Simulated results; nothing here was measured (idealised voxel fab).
process module | voxel wiring stack
cross-section cut | 200 nm wide | cells 5 nm
A cross-section is a grid of square cells, given in bands from the top down. A band is one or more rows of cells.
Each band's line starts with the height of the band's top and of its bottom, in nm. Then come its materials from left to right, each with its width in nm. One material with "throughout" fills the band from edge to edge. "air" is empty space.
Height 0 is the level under which the wafer as received is all one material. The lowest band goes on downwards, as in "0 down".
A width such as "30 to 40" changes by the same amount from each row of cells to the next, from the band's top row to its bottom row.
"no change" after a step means that no cell of the cross-section changed.
closed voids: empty space of 8 cells or more with no open way to the top, each as width x height at its distance from the left edge, in nm
after a step's settings: what the simulator itself notes on the step
overlay nm, on a step with a mask: how far to the right of its planned place the mask lay; to the left if negative
plan
1 op RECEIVE | material Si
2 op CONFORMAL_DEP | material SiO2 | thk nm 15
3 op CONFORMAL_DEP | material SiN | thk nm 5
4 op DIRECTIONAL_DEP | material SiO2 | thk nm 15
5 op DIRECTIONAL_DEP | material aC | thk nm 15
6 op PATTERN | tone open | mask id METAL_1 | material resist | width nm 25 | pitch nm 55 | thk nm 30 | overlay nm 0
7 op DIRECTIONAL_ETCH | etch materials aC | depth nm 15
8 op STRIP | etch materials resist
9 op DIRECTIONAL_ETCH | etch materials SiO2 | depth nm 15
10 op DIRECTIONAL_ETCH | etch materials SiN | depth nm 5
11 op STRIP | etch materials aC
12 op CONFORMAL_DEP | material TiN | thk nm 5
13 op FILL_DEP | material Cu | thk nm 5
14 op CMP | height nm 35
15 op EPI | material Ru | thk nm 5
16 op FILL_DEP | material SiCN | thk nm 5
17 op DIRECTIONAL_DEP | material lowk | thk nm 20
18 op DIRECTIONAL_DEP | material aC | thk nm 15
19 op PATTERN | tone open | mask id PLUG_1 | material resist | width nm 15 | pitch nm 110 | thk nm 30 | overlay nm 0
20 op DIRECTIONAL_ETCH | etch materials aC | depth nm 15
21 op STRIP | etch materials resist
22 op DIRECTIONAL_ETCH | etch materials lowk | depth nm 20
23 op DIRECTIONAL_ETCH | etch materials SiCN | depth nm 5
24 op STRIP | etch materials aC
25 op EPI | material Ru | thk nm 10
26 op EPI | material Ru | thk nm 10
27 op EPI | material Ru | thk nm 5
28 op CONFORMAL_DEP | material SiN | thk nm 5
29 op DIRECTIONAL_DEP | material lowk | thk nm 20
30 op MASKED_ETCH | tone open | mask id METAL_2 | width nm 25 | pitch nm 55 | etch materials lowk | depth nm 20 | overlay nm 0
31 op MASKED_ETCH | tone open | mask id METAL_2 | width nm 25 | pitch nm 55 | etch materials SiN | depth nm 5 | overlay nm 0
32 op CONFORMAL_DEP | material TiN | thk nm 5
33 op FILL_DEP | material Ru | thk nm 5
34 op CMP | height nm 90
35 op EPI | material Ru | thk nm 5
36 op FILL_DEP | material SiCN | thk nm 5
37 op DIRECTIONAL_DEP | material lowk | thk nm 30
38 op PATTERN | tone open | mask id METAL_3_HOLES | material resist | width nm 15 | pitch nm 110 | thk nm 15 | overlay nm 0
39 op DIRECTIONAL_ETCH | etch materials lowk | depth nm 30
40 op STRIP | etch materials resist
41 op MASKED_ETCH | tone open | mask id METAL_3 | width nm 25 | pitch nm 55 | etch materials lowk | depth nm 15 | overlay nm 0
42 op MASKED_ETCH | tone open | mask id METAL_3 | width nm 25 | pitch nm 55 | etch materials SiCN | depth nm 5 | overlay nm 0
43 op CONFORMAL_DEP | material TiN | thk nm 5
44 op FILL_DEP | material Cu | thk nm 10
45 op CMP | height nm 130
46 op CONFORMAL_DEP | material SiCN | thk nm 5
47 op DIRECTIONAL_DEP | material SiO2 | thk nm 20
48 op MASKED_ETCH | tone open | mask id PLUG_3 | width nm 15 | pitch nm 110 | etch materials SiO2 | depth nm 20 | overlay nm 0
49 op MASKED_ETCH | tone open | mask id PLUG_3 | width nm 15 | pitch nm 110 | etch materials SiCN | depth nm 5 | overlay nm 0
50 op EPI | material Ru | thk nm 10
51 op EPI | material Ru | thk nm 10
52 op EPI | material Ru | thk nm 5
53 op CONFORMAL_DEP | material SiN | thk nm 5
54 op DIRECTIONAL_DEP | material SiO2 | thk nm 25
55 op PATTERN | tone open | mask id METAL_4 | material resist | width nm 25 | pitch nm 55 | thk nm 20 | overlay nm 0
56 op DIRECTIONAL_ETCH | etch materials SiO2 | depth nm 25
57 op DIRECTIONAL_ETCH | etch materials SiN | depth nm 5
58 op STRIP | etch materials resist
59 op CONFORMAL_DEP | material TiN | thk nm 5
60 op FILL_DEP | material Cu | thk nm 5
61 op CMP | height nm 185
62 op CONFORMAL_DEP | material SiN | thk nm 5
first wafer, as planned
as received, after step 1
  0 down: Si throughout
  closed voids: none
after step 2
  15 to 0: SiO2 throughout
  below 0: unchanged
after step 3
  20 to 15: SiN throughout
  below 15: unchanged
after step 4
  35 to 20: SiO2 throughout
  below 20: unchanged
after step 5
  50 to 35: aC throughout
  below 35: unchanged
after step 6
  80 to 50: resist 30 | air 25 | resist 30 | air 25 | resist 30 | air 25 | resist 35
  below 50: unchanged
after step 7
  65 to 50: resist 30 | air 25 | resist 30 | air 25 | resist 30 | air 25 | resist 35
  50 to 35: aC 30 | air 25 | aC 30 | air 25 | aC 30 | air 25 | aC 35
  below 35: unchanged
after step 8
  50 to 35: aC 30 | air 25 | aC 30 | air 25 | aC 30 | air 25 | aC 35
  below 35: unchanged
after step 9
  50 to 35: aC 30 | air 25 | aC 30 | air 25 | aC 30 | air 25 | aC 35
  35 to 20: SiO2 30 | air 25 | SiO2 30 | air 25 | SiO2 30 | air 25 | SiO2 35
  below 20: unchanged
after step 10
  50 to 35: aC 30 | air 25 | aC 30 | air 25 | aC 30 | air 25 | aC 35
  35 to 20: SiO2 30 | air 25 | SiO2 30 | air 25 | SiO2 30 | air 25 | SiO2 35
  20 to 15: SiN 30 | air 25 | SiN 30 | air 25 | SiN 30 | air 25 | SiN 35
  below 15: unchanged
after step 11
  35 to 20: SiO2 30 | air 25 | SiO2 30 | air 25 | SiO2 30 | air 25 | SiO2 35
  below 20: unchanged
after step 12
  40 to 35: TiN 35 | air 15 | TiN 40 | air 15 | TiN 40 | air 15 | TiN 40
  35 to 20: SiO2 30 | TiN 5 | air 15 | TiN 5 | SiO2 30 | TiN 5 | air 15 | TiN 5 | SiO2 30 | TiN 5 | air 15 | TiN 5 | SiO2 35
  20 to 15: SiN 30 | TiN 25 | SiN 30 | TiN 25 | SiN 30 | TiN 25 | SiN 35
  below 15: unchanged
after step 13
  45 to 40: Cu throughout
  40 to 35: TiN 35 | Cu 15 | TiN 40 | Cu 15 | TiN 40 | Cu 15 | TiN 40
  35 to 20: SiO2 30 | TiN 5 | Cu 15 | TiN 5 | SiO2 30 | TiN 5 | Cu 15 | TiN 5 | SiO2 30 | TiN 5 | Cu 15 | TiN 5 | SiO2 35
  below 20: unchanged
after step 14
  35 to 20: SiO2 30 | TiN 5 | Cu 15 | TiN 5 | SiO2 30 | TiN 5 | Cu 15 | TiN 5 | SiO2 30 | TiN 5 | Cu 15 | TiN 5 | SiO2 35
  below 20: unchanged
after step 15
  40 to 35: air 25 | Ru 35 | air 20 | Ru 35 | air 20 | Ru 35 | air 30
  below 35: unchanged
after step 16
  45 to 40: SiCN throughout
  40 to 35: SiCN 25 | Ru 35 | SiCN 20 | Ru 35 | SiCN 20 | Ru 35 | SiCN 30
  below 35: unchanged
after step 17
  65 to 45: lowk throughout
  below 45: unchanged
after step 18
  80 to 65: aC throughout
  below 65: unchanged
after step 19
  110 to 80: resist 30 | air 15 | resist 95 | air 15 | resist 45
  below 80: unchanged
after step 20
  95 to 80: resist 30 | air 15 | resist 95 | air 15 | resist 45
  80 to 65: aC 30 | air 15 | aC 95 | air 15 | aC 45
  below 65: unchanged
after step 21
  80 to 65: aC 30 | air 15 | aC 95 | air 15 | aC 45
  below 65: unchanged
after step 22
  80 to 65: aC 30 | air 15 | aC 95 | air 15 | aC 45
  65 to 45: lowk 30 | air 15 | lowk 95 | air 15 | lowk 45
  below 45: unchanged
after step 23
  80 to 65: aC 30 | air 15 | aC 95 | air 15 | aC 45
  65 to 45: lowk 30 | air 15 | lowk 95 | air 15 | lowk 45
  45 to 40: SiCN 30 | air 15 | SiCN 95 | air 15 | SiCN 45
  below 40: unchanged
after step 24
  65 to 45: lowk 30 | air 15 | lowk 95 | air 15 | lowk 45
  below 45: unchanged
after step 25
  65 to 50: lowk 30 | air 15 | lowk 95 | air 15 | lowk 45
  50 to 45: lowk 30 | Ru 15 | lowk 95 | Ru 15 | lowk 45
  45 to 40: SiCN 30 | Ru 15 | SiCN 95 | Ru 15 | SiCN 45
  below 40: unchanged
after step 26
  65 to 60: lowk 30 | air 15 | lowk 95 | air 15 | lowk 45
  60 to 45: lowk 30 | Ru 15 | lowk 95 | Ru 15 | lowk 45
  below 45: unchanged
after step 27
  65 to 45: lowk 30 | Ru 15 | lowk 95 | Ru 15 | lowk 45
  below 45: unchanged
after step 28
  70 to 65: SiN throughout
  below 65: unchanged
after step 29
  90 to 70: lowk throughout
  below 70: unchanged
after step 30
  90 to 70: lowk 30 | air 25 | lowk 30 | air 25 | lowk 30 | air 25 | lowk 35
  below 70: unchanged
after step 31
  90 to 70: lowk 30 | air 25 | lowk 30 | air 25 | lowk 30 | air 25 | lowk 35
  70 to 65: SiN 30 | air 25 | SiN 30 | air 25 | SiN 30 | air 25 | SiN 35
  below 65: unchanged
after step 32
  95 to 90: TiN 35 | air 15 | TiN 40 | air 15 | TiN 40 | air 15 | TiN 40
  90 to 70: lowk 30 | TiN 5 | air 15 | TiN 5 | lowk 30 | TiN 5 | air 15 | TiN 5 | lowk 30 | TiN 5 | air 15 | TiN 5 | lowk 35
  70 to 65: SiN 30 | TiN 25 | SiN 30 | TiN 25 | SiN 30 | TiN 25 | SiN 35
  below 65: unchanged
after step 33
  100 to 95: Ru throughout
  95 to 90: TiN 35 | Ru 15 | TiN 40 | Ru 15 | TiN 40 | Ru 15 | TiN 40
  90 to 70: lowk 30 | TiN 5 | Ru 15 | TiN 5 | lowk 30 | TiN 5 | Ru 15 | TiN 5 | lowk 30 | TiN 5 | Ru 15 | TiN 5 | lowk 35
  below 70: unchanged
after step 34
  90 to 70: lowk 30 | TiN 5 | Ru 15 | TiN 5 | lowk 30 | TiN 5 | Ru 15 | TiN 5 | lowk 30 | TiN 5 | Ru 15 | TiN 5 | lowk 35
  below 70: unchanged
after step 35
  95 to 90: air 25 | Ru 35 | air 20 | Ru 35 | air 20 | Ru 35 | air 30
  below 90: unchanged
after step 36
  100 to 95: SiCN throughout
  95 to 90: SiCN 25 | Ru 35 | SiCN 20 | Ru 35 | SiCN 20 | Ru 35 | SiCN 30
  below 90: unchanged
after step 37
  130 to 100: lowk throughout
  below 100: unchanged
after step 38
  145 to 130: resist 30 | air 15 | resist 95 | air 15 | resist 45
  below 130: unchanged
after step 39
  145 to 130: resist 30 | air 15 | resist 95 | air 15 | resist 45
  130 to 100: lowk 30 | air 15 | lowk 95 | air 15 | lowk 45
  below 100: unchanged
after step 40
  130 to 100: lowk 30 | air 15 | lowk 95 | air 15 | lowk 45
  below 100: unchanged
after step 41
  130 to 115: lowk 30 | air 25 | lowk 30 | air 25 | lowk 30 | air 25 | lowk 35
  below 115: unchanged
after step 42
  130 to 115: lowk 30 | air 25 | lowk 30 | air 25 | lowk 30 | air 25 | lowk 35
  115 to 100: lowk 30 | air 15 | lowk 95 | air 15 | lowk 45
  100 to 95: SiCN 30 | air 15 | SiCN 95 | air 15 | SiCN 45
  below 95: unchanged
after step 43
  135 to 130: TiN 35 | air 15 | TiN 40 | air 15 | TiN 40 | air 15 | TiN 40
  130 to 120: lowk 30 | TiN 5 | air 15 | TiN 5 | lowk 30 | TiN 5 | air 15 | TiN 5 | lowk 30 | TiN 5 | air 15 | TiN 5 | lowk 35
  120 to 115: lowk 30 | TiN 5 | air 5 | TiN 15 | lowk 30 | TiN 25 | lowk 30 | TiN 5 | air 5 | TiN 15 | lowk 35
  115 to 100: lowk 30 | TiN 5 | air 5 | TiN 5 | lowk 95 | TiN 5 | air 5 | TiN 5 | lowk 45
  100 to 95: SiCN 30 | TiN 15 | SiCN 95 | TiN 15 | SiCN 45
  below 95: unchanged
after step 44
  145 to 135: Cu throughout
  135 to 130: TiN 35 | Cu 15 | TiN 40 | Cu 15 | TiN 40 | Cu 15 | TiN 40
  130 to 120: lowk 30 | TiN 5 | Cu 15 | TiN 5 | lowk 30 | TiN 5 | Cu 15 | TiN 5 | lowk 30 | TiN 5 | Cu 15 | TiN 5 | lowk 35
  120 to 115: lowk 30 | TiN 5 | Cu 5 | TiN 15 | lowk 30 | TiN 25 | lowk 30 | TiN 5 | Cu 5 | TiN 15 | lowk 35
  115 to 100: lowk 30 | TiN 5 | Cu 5 | TiN 5 | lowk 95 | TiN 5 | Cu 5 | TiN 5 | lowk 45
  below 100: unchanged
after step 45
  130 to 120: lowk 30 | TiN 5 | Cu 15 | TiN 5 | lowk 30 | TiN 5 | Cu 15 | TiN 5 | lowk 30 | TiN 5 | Cu 15 | TiN 5 | lowk 35
  below 120: unchanged
after step 46
  135 to 130: SiCN throughout
  below 130: unchanged
after step 47
  155 to 135: SiO2 throughout
  below 135: unchanged
after step 48
  155 to 135: SiO2 30 | air 15 | SiO2 95 | air 15 | SiO2 45
  below 135: unchanged
after step 49
  155 to 135: SiO2 30 | air 15 | SiO2 95 | air 15 | SiO2 45
  135 to 130: SiCN 30 | air 15 | SiCN 95 | air 15 | SiCN 45
  below 130: unchanged
after step 50
  155 to 140: SiO2 30 | air 15 | SiO2 95 | air 15 | SiO2 45
  140 to 135: SiO2 30 | Ru 15 | SiO2 95 | Ru 15 | SiO2 45
  135 to 130: SiCN 30 | Ru 15 | SiCN 95 | Ru 15 | SiCN 45
  below 130: unchanged
after step 51
  155 to 150: SiO2 30 | air 15 | SiO2 95 | air 15 | SiO2 45
  150 to 135: SiO2 30 | Ru 15 | SiO2 95 | Ru 15 | SiO2 45
  below 135: unchanged
after step 52
  155 to 135: SiO2 30 | Ru 15 | SiO2 95 | Ru 15 | SiO2 45
  below 135: unchanged
after step 53
  160 to 155: SiN throughout
  below 155: unchanged
after step 54
  185 to 160: SiO2 throughout
  below 160: unchanged
after step 55
  205 to 185: resist 30 | air 25 | resist 30 | air 25 | resist 30 | air 25 | resist 35
  below 185: unchanged
after step 56
  205 to 185: resist 30 | air 25 | resist 30 | air 25 | resist 30 | air 25 | resist 35
  185 to 160: SiO2 30 | air 25 | SiO2 30 | air 25 | SiO2 30 | air 25 | SiO2 35
  below 160: unchanged
after step 57
  205 to 185: resist 30 | air 25 | resist 30 | air 25 | resist 30 | air 25 | resist 35
  185 to 160: SiO2 30 | air 25 | SiO2 30 | air 25 | SiO2 30 | air 25 | SiO2 35
  160 to 155: SiN 30 | air 25 | SiN 30 | air 25 | SiN 30 | air 25 | SiN 35
  below 155: unchanged
after step 58
  185 to 160: SiO2 30 | air 25 | SiO2 30 | air 25 | SiO2 30 | air 25 | SiO2 35
  below 160: unchanged
after step 59
  190 to 185: TiN 35 | air 15 | TiN 40 | air 15 | TiN 40 | air 15 | TiN 40
  185 to 160: SiO2 30 | TiN 5 | air 15 | TiN 5 | SiO2 30 | TiN 5 | air 15 | TiN 5 | SiO2 30 | TiN 5 | air 15 | TiN 5 | SiO2 35
  160 to 155: SiN 30 | TiN 25 | SiN 30 | TiN 25 | SiN 30 | TiN 25 | SiN 35
  below 155: unchanged
after step 60
  195 to 190: Cu throughout
  190 to 185: TiN 35 | Cu 15 | TiN 40 | Cu 15 | TiN 40 | Cu 15 | TiN 40
  185 to 160: SiO2 30 | TiN 5 | Cu 15 | TiN 5 | SiO2 30 | TiN 5 | Cu 15 | TiN 5 | SiO2 30 | TiN 5 | Cu 15 | TiN 5 | SiO2 35
  below 160: unchanged
after step 61
  185 to 160: SiO2 30 | TiN 5 | Cu 15 | TiN 5 | SiO2 30 | TiN 5 | Cu 15 | TiN 5 | SiO2 30 | TiN 5 | Cu 15 | TiN 5 | SiO2 35
  below 160: unchanged
after step 62
  190 to 185: SiN throughout
  below 185: unchanged
second wafer: like start, like plan, one mistake. Through step 24 it matches the first wafer
when step 26 should have ended
  70 to 65: air 25 | Ru 25 | air 85 | Ru 25 | air 40
  65 to 45: lowk 30 | Ru 15 | lowk 95 | Ru 15 | lowk 45
  45 to 40: SiCN 30 | Ru 15 | SiCN 95 | Ru 15 | SiCN 45
  below 40: unchanged
when step 27 should have ended
  75 to 65: air 20 | Ru 35 | air 75 | Ru 35 | air 35
  below 65: unchanged
when step 28 should have ended
  80 to 75: air 15 | SiN 45 | air 65 | SiN 45 | air 30
  75 to 70: air 15 | SiN 5 | Ru 35 | SiN 5 | air 65 | SiN 5 | Ru 35 | SiN 5 | air 30
  70 to 65: SiN 20 | Ru 35 | SiN 75 | Ru 35 | SiN 35
  below 65: unchanged
when step 29 should have ended
  100 to 90: air 15 | lowk 45 | air 65 | lowk 45 | air 30
  90 to 80: lowk throughout
  80 to 75: lowk 15 | SiN 45 | lowk 65 | SiN 45 | lowk 30
  75 to 70: lowk 15 | SiN 5 | Ru 35 | SiN 5 | lowk 65 | SiN 5 | Ru 35 | SiN 5 | lowk 30
  below 70: unchanged
when step 30 should have ended
  100 to 90: air 15 | lowk 15 | air 25 | lowk 5 | air 65 | lowk 15 | air 25 | lowk 5 | air 30
  90 to 80: lowk 30 | air 25 | lowk 30 | air 25 | lowk 30 | air 25 | lowk 35
  80 to 75: lowk 15 | SiN 45 | lowk 25 | air 25 | lowk 15 | SiN 45 | lowk 30
  75 to 70: lowk 15 | SiN 5 | Ru 35 | SiN 5 | lowk 25 | air 25 | lowk 15 | SiN 5 | Ru 35 | SiN 5 | lowk 30
  below 70: unchanged
when step 31 should have ended
  100 to 90: air 15 | lowk 15 | air 25 | lowk 5 | air 65 | lowk 15 | air 25 | lowk 5 | air 30
  90 to 80: lowk 30 | air 25 | lowk 30 | air 25 | lowk 30 | air 25 | lowk 35
  80 to 75: lowk 15 | SiN 15 | air 25 | SiN 5 | lowk 25 | air 25 | lowk 15 | SiN 15 | air 25 | SiN 5 | lowk 30
  75 to 70: lowk 15 | SiN 5 | Ru 35 | SiN 5 | lowk 25 | air 25 | lowk 15 | SiN 5 | Ru 35 | SiN 5 | lowk 30
  70 to 65: SiN 20 | Ru 35 | SiN 30 | air 25 | SiN 20 | Ru 35 | SiN 35
  below 65: unchanged
when step 32 should have ended
  105 to 100: air 10 | TiN 25 | air 15 | TiN 15 | air 55 | TiN 25 | air 15 | TiN 15 | air 25
  100 to 95: air 10 | TiN 5 | lowk 15 | TiN 5 | air 15 | TiN 5 | lowk 5 | TiN 5 | air 55 | TiN 5 | lowk 15 | TiN 5 | air 15 | TiN 5 | lowk 5 | TiN 5 | air 25
  95 to 90: TiN 15 | lowk 15 | TiN 5 | air 15 | TiN 5 | lowk 5 | TiN 30 | air 15 | TiN 20 | lowk 15 | TiN 5 | air 15 | TiN 5 | lowk 5 | TiN 30
  90 to 80: lowk 30 | TiN 5 | air 15 | TiN 5 | lowk 30 | TiN 5 | air 15 | TiN 5 | lowk 30 | TiN 5 | air 15 | TiN 5 | lowk 35
  80 to 75: lowk 15 | SiN 15 | TiN 25 | SiN 5 | lowk 25 | TiN 5 | air 15 | TiN 5 | lowk 15 | SiN 15 | TiN 25 | SiN 5 | lowk 30
  75 to 70: lowk 15 | SiN 5 | Ru 35 | SiN 5 | lowk 25 | TiN 5 | air 15 | TiN 5 | lowk 15 | SiN 5 | Ru 35 | SiN 5 | lowk 30
  70 to 65: SiN 20 | Ru 35 | SiN 30 | TiN 25 | SiN 20 | Ru 35 | SiN 35
  below 65: unchanged
when step 33 should have ended
  110 to 105: Ru throughout
  105 to 100: Ru 10 | TiN 25 | Ru 15 | TiN 15 | Ru 55 | TiN 25 | Ru 15 | TiN 15 | Ru 25
  100 to 95: Ru 10 | TiN 5 | lowk 15 | TiN 5 | Ru 15 | TiN 5 | lowk 5 | TiN 5 | Ru 55 | TiN 5 | lowk 15 | TiN 5 | Ru 15 | TiN 5 | lowk 5 | TiN 5 | Ru 25
  95 to 90: TiN 15 | lowk 15 | TiN 5 | Ru 15 | TiN 5 | lowk 5 | TiN 30 | Ru 15 | TiN 20 | lowk 15 | TiN 5 | Ru 15 | TiN 5 | lowk 5 | TiN 30
  90 to 80: lowk 30 | TiN 5 | Ru 15 | TiN 5 | lowk 30 | TiN 5 | Ru 15 | TiN 5 | lowk 30 | TiN 5 | Ru 15 | TiN 5 | lowk 35
  80 to 75: lowk 15 | SiN 15 | TiN 25 | SiN 5 | lowk 25 | TiN 5 | Ru 15 | TiN 5 | lowk 15 | SiN 15 | TiN 25 | SiN 5 | lowk 30
  75 to 70: lowk 15 | SiN 5 | Ru 35 | SiN 5 | lowk 25 | TiN 5 | Ru 15 | TiN 5 | lowk 15 | SiN 5 | Ru 35 | SiN 5 | lowk 30
  below 70: unchanged
when step 34 should have ended
  90 to 80: lowk 30 | TiN 5 | Ru 15 | TiN 5 | lowk 30 | TiN 5 | Ru 15 | TiN 5 | lowk 30 | TiN 5 | Ru 15 | TiN 5 | lowk 35
  below 80: unchanged
when step 35 should have ended
  95 to 90: air 25 | Ru 35 | air 20 | Ru 35 | air 20 | Ru 35 | air 30
  below 90: unchanged
when step 36 should have ended
  100 to 95: SiCN throughout
  95 to 90: SiCN 25 | Ru 35 | SiCN 20 | Ru 35 | SiCN 20 | Ru 35 | SiCN 30
  below 90: unchanged
when step 37 should have ended
  130 to 100: lowk throughout
  below 100: unchanged
when step 38 should have ended
  145 to 130: resist 30 | air 15 | resist 95 | air 15 | resist 45
  below 130: unchanged
when step 39 should have ended
  145 to 130: resist 30 | air 15 | resist 95 | air 15 | resist 45
  130 to 100: lowk 30 | air 15 | lowk 95 | air 15 | lowk 45
  below 100: unchanged
when step 40 should have ended
  130 to 100: lowk 30 | air 15 | lowk 95 | air 15 | lowk 45
  below 100: unchanged
when step 41 should have ended
  130 to 115: lowk 30 | air 25 | lowk 30 | air 25 | lowk 30 | air 25 | lowk 35
  below 115: unchanged
when step 42 should have ended
  130 to 115: lowk 30 | air 25 | lowk 30 | air 25 | lowk 30 | air 25 | lowk 35
  115 to 100: lowk 30 | air 15 | lowk 95 | air 15 | lowk 45
  100 to 95: SiCN 30 | air 15 | SiCN 95 | air 15 | SiCN 45
  below 95: unchanged
when step 43 should have ended
  135 to 130: TiN 35 | air 15 | TiN 40 | air 15 | TiN 40 | air 15 | TiN 40
  130 to 120: lowk 30 | TiN 5 | air 15 | TiN 5 | lowk 30 | TiN 5 | air 15 | TiN 5 | lowk 30 | TiN 5 | air 15 | TiN 5 | lowk 35
  120 to 115: lowk 30 | TiN 5 | air 5 | TiN 15 | lowk 30 | TiN 25 | lowk 30 | TiN 5 | air 5 | TiN 15 | lowk 35
  115 to 100: lowk 30 | TiN 5 | air 5 | TiN 5 | lowk 95 | TiN 5 | air 5 | TiN 5 | lowk 45
  100 to 95: SiCN 30 | TiN 15 | SiCN 95 | TiN 15 | SiCN 45
  below 95: unchanged
when step 44 should have ended
  145 to 135: Cu throughout
  135 to 130: TiN 35 | Cu 15 | TiN 40 | Cu 15 | TiN 40 | Cu 15 | TiN 40
  130 to 120: lowk 30 | TiN 5 | Cu 15 | TiN 5 | lowk 30 | TiN 5 | Cu 15 | TiN 5 | lowk 30 | TiN 5 | Cu 15 | TiN 5 | lowk 35
  120 to 115: lowk 30 | TiN 5 | Cu 5 | TiN 15 | lowk 30 | TiN 25 | lowk 30 | TiN 5 | Cu 5 | TiN 15 | lowk 35
  115 to 100: lowk 30 | TiN 5 | Cu 5 | TiN 5 | lowk 95 | TiN 5 | Cu 5 | TiN 5 | lowk 45
  below 100: unchanged
when step 45 should have ended
  130 to 120: lowk 30 | TiN 5 | Cu 15 | TiN 5 | lowk 30 | TiN 5 | Cu 15 | TiN 5 | lowk 30 | TiN 5 | Cu 15 | TiN 5 | lowk 35
  below 120: unchanged
when step 46 should have ended
  135 to 130: SiCN throughout
  below 130: unchanged
when step 47 should have ended
  155 to 135: SiO2 throughout
  below 135: unchanged
when step 48 should have ended
  155 to 135: SiO2 30 | air 15 | SiO2 95 | air 15 | SiO2 45
  below 135: unchanged
when step 49 should have ended
  155 to 135: SiO2 30 | air 15 | SiO2 95 | air 15 | SiO2 45
  135 to 130: SiCN 30 | air 15 | SiCN 95 | air 15 | SiCN 45
  below 130: unchanged
when step 50 should have ended
  155 to 140: SiO2 30 | air 15 | SiO2 95 | air 15 | SiO2 45
  140 to 135: SiO2 30 | Ru 15 | SiO2 95 | Ru 15 | SiO2 45
  135 to 130: SiCN 30 | Ru 15 | SiCN 95 | Ru 15 | SiCN 45
  below 130: unchanged
when step 51 should have ended
  155 to 150: SiO2 30 | air 15 | SiO2 95 | air 15 | SiO2 45
  150 to 135: SiO2 30 | Ru 15 | SiO2 95 | Ru 15 | SiO2 45
  below 135: unchanged
when step 52 should have ended
  155 to 135: SiO2 30 | Ru 15 | SiO2 95 | Ru 15 | SiO2 45
  below 135: unchanged
when step 53 should have ended
  160 to 155: SiN throughout
  below 155: unchanged
when step 54 should have ended
  185 to 160: SiO2 throughout
  below 160: unchanged
when step 55 should have ended
  205 to 185: resist 30 | air 25 | resist 30 | air 25 | resist 30 | air 25 | resist 35
  below 185: unchanged
when step 56 should have ended
  205 to 185: resist 30 | air 25 | resist 30 | air 25 | resist 30 | air 25 | resist 35
  185 to 160: SiO2 30 | air 25 | SiO2 30 | air 25 | SiO2 30 | air 25 | SiO2 35
  below 160: unchanged
when step 57 should have ended
  205 to 185: resist 30 | air 25 | resist 30 | air 25 | resist 30 | air 25 | resist 35
  185 to 160: SiO2 30 | air 25 | SiO2 30 | air 25 | SiO2 30 | air 25 | SiO2 35
  160 to 155: SiN 30 | air 25 | SiN 30 | air 25 | SiN 30 | air 25 | SiN 35
  below 155: unchanged
when step 58 should have ended
  185 to 160: SiO2 30 | air 25 | SiO2 30 | air 25 | SiO2 30 | air 25 | SiO2 35
  below 160: unchanged
when step 59 should have ended
  190 to 185: TiN 35 | air 15 | TiN 40 | air 15 | TiN 40 | air 15 | TiN 40
  185 to 160: SiO2 30 | TiN 5 | air 15 | TiN 5 | SiO2 30 | TiN 5 | air 15 | TiN 5 | SiO2 30 | TiN 5 | air 15 | TiN 5 | SiO2 35
  160 to 155: SiN 30 | TiN 25 | SiN 30 | TiN 25 | SiN 30 | TiN 25 | SiN 35
  below 155: unchanged
when step 60 should have ended
  195 to 190: Cu throughout
  190 to 185: TiN 35 | Cu 15 | TiN 40 | Cu 15 | TiN 40 | Cu 15 | TiN 40
  185 to 160: SiO2 30 | TiN 5 | Cu 15 | TiN 5 | SiO2 30 | TiN 5 | Cu 15 | TiN 5 | SiO2 30 | TiN 5 | Cu 15 | TiN 5 | SiO2 35
  below 160: unchanged
when step 61 should have ended
  185 to 160: SiO2 30 | TiN 5 | Cu 15 | TiN 5 | SiO2 30 | TiN 5 | Cu 15 | TiN 5 | SiO2 30 | TiN 5 | Cu 15 | TiN 5 | SiO2 35
  below 160: unchanged
when step 62 should have ended
  190 to 185: SiN throughout
  below 185: unchanged
what went wrong: one of the steps 25 and 26, which are alike, was run twice
at the end the second wafer has, in cells: 16 more of Ru | 8 more of SiN | 8 fewer of TiN | 16 fewer of lowk
